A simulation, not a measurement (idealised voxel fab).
process module | voxel transistor to metal
cross-section cut | 150 nm wide | cells 5 nm
A cross-section is a grid of square cells, given in bands from the top down. A band is one or more rows of cells.
Each band's line starts with the height of the band's top and of its bottom, in nm. Then come its materials from left to right, each with its width in nm. One material with "throughout" fills the band from edge to edge. "air" is empty space.
Height 0 is the level under which the wafer as received is all one material. The lowest band goes on downwards, as in "0 down".
A width such as "30 to 40" changes by the same amount from each row of cells to the next, from the band's top row to its bottom row.
"no change" after a step means that no cell of the cross-section changed.
closed voids: empty space of 8 cells or more with no open way to the top, each as width x height at its distance from the left edge, in nm
after a step's settings: what the simulator itself notes on the step
overlay nm, on a step with a mask: how far to the right of its planned place the mask lay; to the left if negative
plan
1 op RECEIVE | material Si
2 op OXIDIZE | depth nm 5
3 op CONFORMAL_DEP | material SiN | thk nm 10
4 op MASKED_ETCH | tone cover | mask id ACTIVE | width nm 115 | etch materials SiN | depth nm 10 | overlay nm 0
5 op MASKED_ETCH | tone cover | mask id ACTIVE | width nm 115 | etch materials SiO2 | depth nm 5 | overlay nm 0
6 op MASKED_ETCH | tone cover | mask id ACTIVE | width nm 115 | etch materials Si | depth nm 25 | overlay nm 0
7 op OXIDIZE | depth nm 5
8 op FILL_DEP | material SiO2 | thk nm 10
9 op CMP | height nm 10
10 op SELECTIVE_ETCH | etch materials SiO2 | depth nm 5
11 op STRIP | etch materials SiN
12 op SELECTIVE_ETCH | etch materials SiO2 | depth nm 5
13 op OXIDIZE | depth nm 5
14 op DIRECTIONAL_DEP | material polySi | thk nm 30
15 op DIRECTIONAL_DEP | material SiCN | thk nm 15
16 op DIRECTIONAL_DEP | material aC | thk nm 15
17 op PATTERN | tone cover | mask id GATE | material resist | width nm 25 | thk nm 35 | overlay nm 0
18 op DIRECTIONAL_ETCH | etch materials aC | depth nm 15
19 op STRIP | etch materials resist
20 op DIRECTIONAL_ETCH | etch materials SiCN | depth nm 25
21 op DIRECTIONAL_ETCH | etch materials polySi | depth nm 40
22 op STRIP | etch materials aC
23 op CONFORMAL_DEP | material SiN | thk nm 5
24 op DIRECTIONAL_ETCH | etch materials SiN | depth nm 5
25 op DIRECTIONAL_ETCH | etch materials SiO2 | depth nm 5
26 op EPI | material nSi | thk nm 5
27 op FILL_DEP | material SiO2 | thk nm 10
28 op CMP | height nm 25
29 op STRIP | etch materials polySi
30 op SELECTIVE_ETCH | etch materials SiO2 | depth nm 5
31 op CONFORMAL_DEP | material HfO2 | thk nm 5
32 op CONFORMAL_DEP | material TiN | thk nm 5
33 op FILL_DEP | material W | thk nm 5
34 op CMP | height nm 20
35 op DIRECTIONAL_DEP | material SiO2 | thk nm 10
36 op DIRECTIONAL_DEP | material aC | thk nm 10
37 op PATTERN | tone open | mask id CONTACT | material resist | width nm 20 | pitch nm 85 | thk nm 25 | overlay nm 0
38 op DIRECTIONAL_ETCH | etch materials aC | depth nm 10
39 op STRIP | etch materials resist
40 op DIRECTIONAL_ETCH | etch materials SiO2 | depth nm 35
41 op STRIP | etch materials aC
42 op CONFORMAL_DEP | material TiN | thk nm 5
43 op FILL_DEP | material W | thk nm 10
44 op CMP | height nm 30
45 op DIRECTIONAL_DEP | material TiN | thk nm 5
46 op DIRECTIONAL_DEP | material W | thk nm 15
47 op DIRECTIONAL_DEP | material aC | thk nm 15
48 op PATTERN | tone cover | mask id METAL_1 | material resist | width nm 20 | pitch nm 85 | thk nm 30 | overlay nm 0
49 op DIRECTIONAL_ETCH | etch materials aC | depth nm 15
50 op STRIP | etch materials resist
51 op DIRECTIONAL_ETCH | etch materials W | depth nm 15
52 op DIRECTIONAL_ETCH | etch materials TiN | depth nm 5
53 op STRIP | etch materials aC
54 op CONFORMAL_DEP | material SiCN | thk nm 5
55 op FILL_DEP | material lowk | thk nm 10
56 op CMP | height nm 50
57 op CONFORMAL_DEP | material SiCN | thk nm 5
58 op DIRECTIONAL_DEP | material lowk | thk nm 35
59 op PATTERN | tone open | mask id METAL_2 | material resist | width nm 20 | pitch nm 85 | thk nm 20 | overlay nm 0
60 op DIRECTIONAL_ETCH | etch materials lowk | depth nm 20
61 op STRIP | etch materials resist
62 op DIRECTIONAL_DEP | material aC | thk nm 15
63 op PATTERN | tone open | mask id METAL_2_HOLES | material resist | width nm 15 | pitch nm 85 | thk nm 35 | overlay nm 0
64 op DIRECTIONAL_ETCH | etch materials aC | depth nm 15
65 op STRIP | etch materials resist
66 op DIRECTIONAL_ETCH | etch materials lowk | depth nm 15
67 op DIRECTIONAL_ETCH | etch materials SiCN | depth nm 5
68 op STRIP | etch materials aC
69 op CONFORMAL_DEP | material TiN | thk nm 5
70 op FILL_DEP | material Cu | thk nm 10
71 op CMP | height nm 90
72 op CONFORMAL_DEP | material SiCN | thk nm 5
first wafer, as planned
as received, after step 1
  0 down: Si throughout
  closed voids: none
after step 2
  0 to -5: SiO2 throughout
  below -5: unchanged
after step 3
  10 to 0: SiN throughout
  below 0: unchanged
after step 4
  10 to 0: air 15 | SiN 115 | air 20
  below 0: unchanged
after step 5
  10 to 0: air 15 | SiN 115 | air 20
  0 to -5: air 15 | SiO2 115 | air 20
  below -5: unchanged
after step 6
  10 to 0: air 15 | SiN 115 | air 20
  0 to -5: air 15 | SiO2 115 | air 20
  -5 to -30: air 15 | Si 115 | air 20
  below -30: unchanged
after step 7
  10 to 0: air 15 | SiN 115 | air 20
  0 to -5: air 15 | SiO2 115 | air 20
  -5 to -30: air 15 | SiO2 5 | Si 105 | SiO2 5 | air 20
  -30 to -35: SiO2 20 | Si 105 | SiO2 25
  below -35: unchanged
after step 8
  20 to 10: SiO2 throughout
  10 to 0: SiO2 15 | SiN 115 | SiO2 20
  0 to -5: SiO2 throughout
  -5 to -35: SiO2 20 | Si 105 | SiO2 25
  below -35: unchanged
after step 9
  10 to 0: SiO2 15 | SiN 115 | SiO2 20
  below 0: unchanged
after step 10
  10 to 5: air 15 | SiN 115 | air 20
  below 5: unchanged
after step 11
  5 to 0: SiO2 15 | air 115 | SiO2 20
  below 0: unchanged
after step 12
  0 to -5: SiO2 10 | air 125 | SiO2 15
  below -5: unchanged
after step 13
  0 to -5: SiO2 10 | air 125 | SiO2 15
  -5 to -10: SiO2 throughout
  below -10: unchanged
after step 14
  30 to 25: polySi 10 | air 125 | polySi 15
  25 to 0: polySi throughout
  0 to -5: SiO2 10 | polySi 125 | SiO2 15
  below -5: unchanged
after step 15
  45 to 40: SiCN 10 | air 125 | SiCN 15
  40 to 30: SiCN throughout
  30 to 25: polySi 10 | SiCN 125 | polySi 15
  below 25: unchanged
after step 16
  60 to 55: aC 10 | air 125 | aC 15
  55 to 45: aC throughout
  45 to 40: SiCN 10 | aC 125 | SiCN 15
  below 40: unchanged
after step 17
  95 to 60: air 60 | resist 25 | air 65
  60 to 55: aC 10 | air 50 | resist 25 | air 50 | aC 15
  below 55: unchanged
after step 18
  80 to 55: air 60 | resist 25 | air 65
  55 to 45: air 60 | aC 25 | air 65
  45 to 40: SiCN 10 | air 50 | aC 25 | air 50 | SiCN 15
  below 40: unchanged
after step 19
  55 to 45: air 60 | aC 25 | air 65
  below 45: unchanged
after step 20
  55 to 40: air 60 | aC 25 | air 65
  40 to 30: air 60 | SiCN 25 | air 65
  30 to 25: polySi 10 | air 50 | SiCN 25 | air 50 | polySi 15
  below 25: unchanged
after step 21
  55 to 40: air 60 | aC 25 | air 65
  40 to 25: air 60 | SiCN 25 | air 65
  25 to 0: air 60 | polySi 25 | air 65
  0 to -5: SiO2 10 | air 50 | polySi 25 | air 50 | SiO2 15
  below -5: unchanged
after step 22
  40 to 25: air 60 | SiCN 25 | air 65
  below 25: unchanged
after step 23
  45 to 40: air 55 | SiN 35 | air 60
  40 to 25: air 55 | SiN 5 | SiCN 25 | SiN 5 | air 60
  25 to 5: air 55 | SiN 5 | polySi 25 | SiN 5 | air 60
  5 to 0: SiN 15 | air 40 | SiN 5 | polySi 25 | SiN 5 | air 40 | SiN 20
  0 to -5: SiO2 10 | SiN 50 | polySi 25 | SiN 50 | SiO2 15
  below -5: unchanged
after step 24
  40 to 25: air 55 | SiN 5 | SiCN 25 | SiN 5 | air 60
  25 to 0: air 55 | SiN 5 | polySi 25 | SiN 5 | air 60
  0 to -5: SiO2 10 | SiN 5 | air 40 | SiN 5 | polySi 25 | SiN 5 | air 40 | SiN 5 | SiO2 15
  below -5: unchanged
after step 25
  40 to 25: air 55 | SiN 5 | SiCN 25 | SiN 5 | air 60
  25 to 0: air 55 | SiN 5 | polySi 25 | SiN 5 | air 60
  0 to -5: air 10 | SiN 5 | air 40 | SiN 5 | polySi 25 | SiN 5 | air 40 | SiN 5 | air 15
  -5 to -10: SiO2 15 | air 40 | SiO2 35 | air 40 | SiO2 20
  below -10: unchanged
after step 26
  40 to 25: air 55 | SiN 5 | SiCN 25 | SiN 5 | air 60
  25 to 0: air 55 | SiN 5 | polySi 25 | SiN 5 | air 60
  0 to -5: air 10 | SiN 5 | air 40 | SiN 5 | polySi 25 | SiN 5 | air 40 | SiN 5 | air 15
  -5 to -10: SiO2 15 | nSi 40 | SiO2 35 | nSi 40 | SiO2 20
  below -10: unchanged
after step 27
  50 to 40: SiO2 throughout
  40 to 25: SiO2 55 | SiN 5 | SiCN 25 | SiN 5 | SiO2 60
  25 to 0: SiO2 55 | SiN 5 | polySi 25 | SiN 5 | SiO2 60
  0 to -5: SiO2 10 | SiN 5 | SiO2 40 | SiN 5 | polySi 25 | SiN 5 | SiO2 40 | SiN 5 | SiO2 15
  below -5: unchanged
after step 28
  25 to 0: SiO2 55 | SiN 5 | polySi 25 | SiN 5 | SiO2 60
  below 0: unchanged
after step 29
  25 to 0: SiO2 55 | SiN 5 | air 25 | SiN 5 | SiO2 60
  0 to -5: SiO2 10 | SiN 5 | SiO2 40 | SiN 5 | air 25 | SiN 5 | SiO2 40 | SiN 5 | SiO2 15
  below -5: unchanged
after step 30
  25 to 20: air 55 | SiN 5 | air 25 | SiN 5 | air 60
  20 to 0: SiO2 55 | SiN 5 | air 25 | SiN 5 | SiO2 60
  0 to -5: SiO2 10 | SiN 5 | SiO2 40 | SiN 5 | air 25 | SiN 5 | SiO2 40 | SiN 5 | SiO2 15
  -5 to -10: SiO2 15 | nSi 40 | air 35 | nSi 40 | SiO2 20
  below -10: unchanged
after step 31
  30 to 25: air 50 | HfO2 15 | air 15 | HfO2 15 | air 55
  25 to 20: HfO2 55 | SiN 5 | HfO2 5 | air 15 | HfO2 5 | SiN 5 | HfO2 60
  20 to 0: SiO2 55 | SiN 5 | HfO2 5 | air 15 | HfO2 5 | SiN 5 | SiO2 60
  0 to -5: SiO2 10 | SiN 5 | SiO2 40 | SiN 5 | HfO2 5 | air 15 | HfO2 5 | SiN 5 | SiO2 40 | SiN 5 | SiO2 15
  -5 to -10: SiO2 15 | nSi 40 | HfO2 35 | nSi 40 | SiO2 20
  below -10: unchanged
after step 32
  35 to 30: air 45 | TiN 25 | air 5 | TiN 25 | air 50
  30 to 25: TiN 50 | HfO2 15 | TiN 5 | air 5 | TiN 5 | HfO2 15 | TiN 55
  25 to 20: HfO2 55 | SiN 5 | HfO2 5 | TiN 5 | air 5 | TiN 5 | HfO2 5 | SiN 5 | HfO2 60
  20 to 0: SiO2 55 | SiN 5 | HfO2 5 | TiN 5 | air 5 | TiN 5 | HfO2 5 | SiN 5 | SiO2 60
  0 to -5: SiO2 10 | SiN 5 | SiO2 40 | SiN 5 | HfO2 5 | TiN 15 | HfO2 5 | SiN 5 | SiO2 40 | SiN 5 | SiO2 15
  below -5: unchanged
after step 33
  40 to 35: W throughout
  35 to 30: W 45 | TiN 25 | W 5 | TiN 25 | W 50
  30 to 25: TiN 50 | HfO2 15 | TiN 5 | W 5 | TiN 5 | HfO2 15 | TiN 55
  25 to 20: HfO2 55 | SiN 5 | HfO2 5 | TiN 5 | W 5 | TiN 5 | HfO2 5 | SiN 5 | HfO2 60
  20 to 0: SiO2 55 | SiN 5 | HfO2 5 | TiN 5 | W 5 | TiN 5 | HfO2 5 | SiN 5 | SiO2 60
  below 0: unchanged
after step 34
  20 to 0: SiO2 55 | SiN 5 | HfO2 5 | TiN 5 | W 5 | TiN 5 | HfO2 5 | SiN 5 | SiO2 60
  below 0: unchanged
after step 35
  30 to 20: SiO2 throughout
  below 20: unchanged
after step 36
  40 to 30: aC throughout
  below 30: unchanged
after step 37
  65 to 40: resist 20 | air 20 | resist 65 | air 20 | resist 25
  below 40: unchanged
after step 38
  55 to 40: resist 20 | air 20 | resist 65 | air 20 | resist 25
  40 to 30: aC 20 | air 20 | aC 65 | air 20 | aC 25
  below 30: unchanged
after step 39
  40 to 30: aC 20 | air 20 | aC 65 | air 20 | aC 25
  below 30: unchanged
after step 40
  40 to 30: aC 20 | air 20 | aC 65 | air 20 | aC 25
  30 to 20: SiO2 20 | air 20 | SiO2 65 | air 20 | SiO2 25
  20 to 0: SiO2 20 | air 20 | SiO2 15 | SiN 5 | HfO2 5 | TiN 5 | W 5 | TiN 5 | HfO2 5 | SiN 5 | SiO2 15 | air 20 | SiO2 25
  0 to -5: SiO2 10 | SiN 5 | SiO2 5 | air 20 | SiO2 15 | SiN 5 | HfO2 5 | TiN 15 | HfO2 5 | SiN 5 | SiO2 15 | air 20 | SiO2 5 | SiN 5 | SiO2 15
  below -5: unchanged
after step 41
  30 to 20: SiO2 20 | air 20 | SiO2 65 | air 20 | SiO2 25
  below 20: unchanged
after step 42
  35 to 30: TiN 25 | air 10 | TiN 75 | air 10 | TiN 30
  30 to 20: SiO2 20 | TiN 5 | air 10 | TiN 5 | SiO2 65 | TiN 5 | air 10 | TiN 5 | SiO2 25
  20 to 0: SiO2 20 | TiN 5 | air 10 | TiN 5 | SiO2 15 | SiN 5 | HfO2 5 | TiN 5 | W 5 | TiN 5 | HfO2 5 | SiN 5 | SiO2 15 | TiN 5 | air 10 | TiN 5 | SiO2 25
  0 to -5: SiO2 10 | SiN 5 | SiO2 5 | TiN 20 | SiO2 15 | SiN 5 | HfO2 5 | TiN 15 | HfO2 5 | SiN 5 | SiO2 15 | TiN 20 | SiO2 5 | SiN 5 | SiO2 15
  below -5: unchanged
after step 43
  45 to 35: W throughout
  35 to 30: TiN 25 | W 10 | TiN 75 | W 10 | TiN 30
  30 to 20: SiO2 20 | TiN 5 | W 10 | TiN 5 | SiO2 65 | TiN 5 | W 10 | TiN 5 | SiO2 25
  20 to 0: SiO2 20 | TiN 5 | W 10 | TiN 5 | SiO2 15 | SiN 5 | HfO2 5 | TiN 5 | W 5 | TiN 5 | HfO2 5 | SiN 5 | SiO2 15 | TiN 5 | W 10 | TiN 5 | SiO2 25
  below 0: unchanged
after step 44
  30 to 20: SiO2 20 | TiN 5 | W 10 | TiN 5 | SiO2 65 | TiN 5 | W 10 | TiN 5 | SiO2 25
  below 20: unchanged
after step 45
  35 to 30: TiN throughout
  below 30: unchanged
after step 46
  50 to 35: W throughout
  below 35: unchanged
after step 47
  65 to 50: aC throughout
  below 50: unchanged
after step 48
  95 to 65: air 20 | resist 20 | air 65 | resist 20 | air 25
  below 65: unchanged
after step 49
  80 to 65: air 20 | resist 20 | air 65 | resist 20 | air 25
  65 to 50: air 20 | aC 20 | air 65 | aC 20 | air 25
  below 50: unchanged
after step 50
  65 to 50: air 20 | aC 20 | air 65 | aC 20 | air 25
  below 50: unchanged
after step 51
  65 to 50: air 20 | aC 20 | air 65 | aC 20 | air 25
  50 to 35: air 20 | W 20 | air 65 | W 20 | air 25
  below 35: unchanged
after step 52
  65 to 50: air 20 | aC 20 | air 65 | aC 20 | air 25
  50 to 35: air 20 | W 20 | air 65 | W 20 | air 25
  35 to 30: air 20 | TiN 20 | air 65 | TiN 20 | air 25
  below 30: unchanged
after step 53
  50 to 35: air 20 | W 20 | air 65 | W 20 | air 25
  below 35: unchanged
after step 54
  55 to 50: air 15 | SiCN 30 | air 55 | SiCN 30 | air 20
  50 to 35: air 15 | SiCN 5 | W 20 | SiCN 5 | air 55 | SiCN 5 | W 20 | SiCN 5 | air 20
  35 to 30: SiCN 20 | TiN 20 | SiCN 65 | TiN 20 | SiCN 25
  below 30: unchanged
after step 55
  65 to 55: lowk throughout
  55 to 50: lowk 15 | SiCN 30 | lowk 55 | SiCN 30 | lowk 20
  50 to 35: lowk 15 | SiCN 5 | W 20 | SiCN 5 | lowk 55 | SiCN 5 | W 20 | SiCN 5 | lowk 20
  below 35: unchanged
after step 56
  50 to 35: lowk 15 | SiCN 5 | W 20 | SiCN 5 | lowk 55 | SiCN 5 | W 20 | SiCN 5 | lowk 20
  below 35: unchanged
after step 57
  55 to 50: SiCN throughout
  below 50: unchanged
after step 58
  90 to 55: lowk throughout
  below 55: unchanged
after step 59
  110 to 90: resist 20 | air 20 | resist 65 | air 20 | resist 25
  below 90: unchanged
after step 60
  110 to 90: resist 20 | air 20 | resist 65 | air 20 | resist 25
  90 to 70: lowk 20 | air 20 | lowk 65 | air 20 | lowk 25
  below 70: unchanged
after step 61
  90 to 70: lowk 20 | air 20 | lowk 65 | air 20 | lowk 25
  below 70: unchanged
after step 62
  105 to 90: aC 20 | air 20 | aC 65 | air 20 | aC 25
  90 to 85: lowk 20 | air 20 | lowk 65 | air 20 | lowk 25
  85 to 70: lowk 20 | aC 20 | lowk 65 | aC 20 | lowk 25
  below 70: unchanged
after step 63
  140 to 105: resist 20 | air 15 | resist 70 | air 15 | resist 30
  105 to 90: aC 20 | air 15 | resist 5 | aC 65 | air 15 | resist 5 | aC 25
  90 to 85: lowk 20 | air 15 | resist 5 | lowk 65 | air 15 | resist 5 | lowk 25
  below 85: unchanged
after step 64
  125 to 105: resist 20 | air 15 | resist 70 | air 15 | resist 30
  105 to 90: aC 20 | air 15 | resist 5 | aC 65 | air 15 | resist 5 | aC 25
  90 to 85: lowk 20 | air 15 | resist 5 | lowk 65 | air 15 | resist 5 | lowk 25
  85 to 70: lowk 20 | air 15 | aC 5 | lowk 65 | air 15 | aC 5 | lowk 25
  below 70: unchanged
after step 65
  105 to 90: aC 20 | air 20 | aC 65 | air 20 | aC 25
  90 to 85: lowk 20 | air 20 | lowk 65 | air 20 | lowk 25
  below 85: unchanged
after step 66
  105 to 90: aC 20 | air 20 | aC 65 | air 20 | aC 25
  90 to 85: lowk 20 | air 20 | lowk 65 | air 20 | lowk 25
  85 to 70: lowk 20 | air 15 | aC 5 | lowk 65 | air 15 | aC 5 | lowk 25
  70 to 55: lowk 20 | air 15 | lowk 70 | air 15 | lowk 30
  below 55: unchanged
after step 67
  105 to 90: aC 20 | air 20 | aC 65 | air 20 | aC 25
  90 to 85: lowk 20 | air 20 | lowk 65 | air 20 | lowk 25
  85 to 70: lowk 20 | air 15 | aC 5 | lowk 65 | air 15 | aC 5 | lowk 25
  70 to 55: lowk 20 | air 15 | lowk 70 | air 15 | lowk 30
  55 to 50: SiCN 20 | air 15 | SiCN 70 | air 15 | SiCN 30
  below 50: unchanged
after step 68
  90 to 70: lowk 20 | air 20 | lowk 65 | air 20 | lowk 25
  below 70: unchanged
after step 69
  95 to 90: TiN 25 | air 10 | TiN 75 | air 10 | TiN 30
  90 to 75: lowk 20 | TiN 5 | air 10 | TiN 5 | lowk 65 | TiN 5 | air 10 | TiN 5 | lowk 25
  75 to 70: lowk 20 | TiN 5 | air 5 | TiN 10 | lowk 65 | TiN 5 | air 5 | TiN 10 | lowk 25
  70 to 55: lowk 20 | TiN 5 | air 5 | TiN 5 | lowk 70 | TiN 5 | air 5 | TiN 5 | lowk 30
  55 to 50: SiCN 20 | TiN 15 | SiCN 70 | TiN 15 | SiCN 30
  below 50: unchanged
after step 70
  105 to 95: Cu throughout
  95 to 90: TiN 25 | Cu 10 | TiN 75 | Cu 10 | TiN 30
  90 to 75: lowk 20 | TiN 5 | Cu 10 | TiN 5 | lowk 65 | TiN 5 | Cu 10 | TiN 5 | lowk 25
  75 to 70: lowk 20 | TiN 5 | Cu 5 | TiN 10 | lowk 65 | TiN 5 | Cu 5 | TiN 10 | lowk 25
  70 to 55: lowk 20 | TiN 5 | Cu 5 | TiN 5 | lowk 70 | TiN 5 | Cu 5 | TiN 5 | lowk 30
  below 55: unchanged
after step 71
  90 to 75: lowk 20 | TiN 5 | Cu 10 | TiN 5 | lowk 65 | TiN 5 | Cu 10 | TiN 5 | lowk 25
  below 75: unchanged
after step 72
  95 to 90: SiCN throughout
  below 90: unchanged
second wafer: like start, like plan, one mistake. Through step 55 it matches the first wafer
when step 56 should have ended: no change
when step 57 should have ended
  70 to 65: SiCN throughout
  below 65: unchanged
when step 58 should have ended
  105 to 70: lowk throughout
  below 70: unchanged
when step 59 should have ended
  125 to 105: resist 20 | air 20 | resist 65 | air 20 | resist 25
  below 105: unchanged
when step 60 should have ended
  125 to 105: resist 20 | air 20 | resist 65 | air 20 | resist 25
  105 to 85: lowk 20 | air 20 | lowk 65 | air 20 | lowk 25
  below 85: unchanged
when step 61 should have ended
  105 to 85: lowk 20 | air 20 | lowk 65 | air 20 | lowk 25
  below 85: unchanged
when step 62 should have ended
  120 to 105: aC 20 | air 20 | aC 65 | air 20 | aC 25
  105 to 100: lowk 20 | air 20 | lowk 65 | air 20 | lowk 25
  100 to 85: lowk 20 | aC 20 | lowk 65 | aC 20 | lowk 25
  below 85: unchanged
when step 63 should have ended
  155 to 120: resist 20 | air 15 | resist 70 | air 15 | resist 30
  120 to 105: aC 20 | air 15 | resist 5 | aC 65 | air 15 | resist 5 | aC 25
  105 to 100: lowk 20 | air 15 | resist 5 | lowk 65 | air 15 | resist 5 | lowk 25
  below 100: unchanged
when step 64 should have ended
  140 to 120: resist 20 | air 15 | resist 70 | air 15 | resist 30
  120 to 105: aC 20 | air 15 | resist 5 | aC 65 | air 15 | resist 5 | aC 25
  105 to 100: lowk 20 | air 15 | resist 5 | lowk 65 | air 15 | resist 5 | lowk 25
  100 to 85: lowk 20 | air 15 | aC 5 | lowk 65 | air 15 | aC 5 | lowk 25
  below 85: unchanged
when step 65 should have ended
  120 to 105: aC 20 | air 20 | aC 65 | air 20 | aC 25
  105 to 100: lowk 20 | air 20 | lowk 65 | air 20 | lowk 25
  below 100: unchanged
when step 66 should have ended
  120 to 105: aC 20 | air 20 | aC 65 | air 20 | aC 25
  105 to 100: lowk 20 | air 20 | lowk 65 | air 20 | lowk 25
  100 to 85: lowk 20 | air 15 | aC 5 | lowk 65 | air 15 | aC 5 | lowk 25
  85 to 70: lowk 20 | air 15 | lowk 70 | air 15 | lowk 30
  below 70: unchanged
when step 67 should have ended
  120 to 105: aC 20 | air 20 | aC 65 | air 20 | aC 25
  105 to 100: lowk 20 | air 20 | lowk 65 | air 20 | lowk 25
  100 to 85: lowk 20 | air 15 | aC 5 | lowk 65 | air 15 | aC 5 | lowk 25
  85 to 70: lowk 20 | air 15 | lowk 70 | air 15 | lowk 30
  70 to 65: SiCN 20 | air 15 | SiCN 70 | air 15 | SiCN 30
  below 65: unchanged
when step 68 should have ended
  105 to 85: lowk 20 | air 20 | lowk 65 | air 20 | lowk 25
  below 85: unchanged
when step 69 should have ended
  110 to 105: TiN 25 | air 10 | TiN 75 | air 10 | TiN 30
  105 to 90: lowk 20 | TiN 5 | air 10 | TiN 5 | lowk 65 | TiN 5 | air 10 | TiN 5 | lowk 25
  90 to 85: lowk 20 | TiN 5 | air 5 | TiN 10 | lowk 65 | TiN 5 | air 5 | TiN 10 | lowk 25
  85 to 70: lowk 20 | TiN 5 | air 5 | TiN 5 | lowk 70 | TiN 5 | air 5 | TiN 5 | lowk 30
  70 to 65: SiCN 20 | TiN 15 | SiCN 70 | TiN 15 | SiCN 30
  below 65: unchanged
when step 70 should have ended
  120 to 110: Cu throughout
  110 to 105: TiN 25 | Cu 10 | TiN 75 | Cu 10 | TiN 30
  105 to 90: lowk 20 | TiN 5 | Cu 10 | TiN 5 | lowk 65 | TiN 5 | Cu 10 | TiN 5 | lowk 25
  90 to 85: lowk 20 | TiN 5 | Cu 5 | TiN 10 | lowk 65 | TiN 5 | Cu 5 | TiN 10 | lowk 25
  85 to 70: lowk 20 | TiN 5 | Cu 5 | TiN 5 | lowk 70 | TiN 5 | Cu 5 | TiN 5 | lowk 30
  below 70: unchanged
when step 71 should have ended
  90 to 85: lowk 20 | TiN 5 | Cu 5 | TiN 10 | lowk 65 | TiN 5 | Cu 5 | TiN 10 | lowk 25
  below 85: unchanged
when step 72 should have ended
  95 to 90: SiCN throughout
  below 90: unchanged
what went wrong: step 56 was left out
at the end the second wafer has, in cells: 12 fewer of Cu | 12 more of SiCN | 12 fewer of TiN | 12 more of lowk
